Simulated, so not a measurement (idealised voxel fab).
Presented below is a process module, voxel tone inversion.
We display cut, a cross-section 160 nm in width whose square cells are each 5 nm.
Cross-section, as written here: a square-cell grid given band by band from the top down, where a band holds one or more rows of cells.
Within each band entry, the heights of the top and of the bottom of the band appear first, in that order and in nm; the materials of the band then follow from left to right, each with its corresponding width in nm. The designation "edge to edge" on a single material indicates that it fills the band from edge to edge; the designation "blank" indicates empty space.
Height datum 0, below which the as-received substrate wafer is one material. Lowest band open at the bottom, running downward: "from 0 down".
So if you see something like "30..40" for the width, read it as the top row of the band sitting at the first number and the bottom row at the second, with every row in between moving by the same amount as the last.
"remained the same", as given for a step, is the statement that not any cell of the cross-section underwent a change during that step.
The label "Closed-off voids" introduces a list of the empty spaces, 8 cells or larger, that have no open way up to the top; each entry in it reads width x height at distance, where the distance is taken from the left edge and all three are stated in nm.
Heads up: the bit after the settings on a step's line is the simulator's remark on that step.
What "overlay nm" on a step's line means: if the step has a mask, that mask lay this far to the right of its planned place, or, when the value is negative, to the left.

[Process steps - plan]
- 1: op RECEIVE | material Si
- 2: op CONFORMAL_DEP | material SiN | thk nm 10
- 3: op DIRECTIONAL_DEP | material aC | thk nm 15
- 4: op PATTERN | tone cover | mask id POSTS | material resist | width nm 20 | pitch nm 50 | thk nm 20 | overlay nm 0
- 5: op DIRECTIONAL_ETCH | etch materials aC | depth nm 15
- 6: op STRIP | etch materials resist
- 7: op FILL_DEP | material SiO2 | thk nm 5
- 8: op CMP | height nm 25
- 9: op STRIP | etch materials aC

[Shown in cross-section is the wafer as received, that is, as it stands after step 1]
  from 0 down: Si edge to edge
  Closed-off voids: none

[End-of-module XS, first of two wafers, run as planned]
  from 25 to 10: 20 SiO2; 20 blank; 30 SiO2; 20 blank; 30 SiO2; 20 blank; 20 SiO2
  from 10 to 0: SiN edge to edge
  from 0 down: Si edge to edge
  Closed-off voids: none

[Presented here is a cross-section of the second of the two wafers as it stood at the end of the module. It was started in the same manner and assigned the same plan as the first wafer; however, one mistake was made in its execution]
  from 25 to 0: SiN edge to edge
  from 0 down: Si edge to edge
  Closed-off voids: none
What was the processing mistake? in deviation from the planned setting, step 3 was conducted as op DIRECTIONAL_DEP | material SiN | thk nm 15
Upon completion, the second wafer contains, in terms of cells, a greater or smaller amount of certain materials than the first wafer: 96 more of SiN | 60 fewer of SiO2
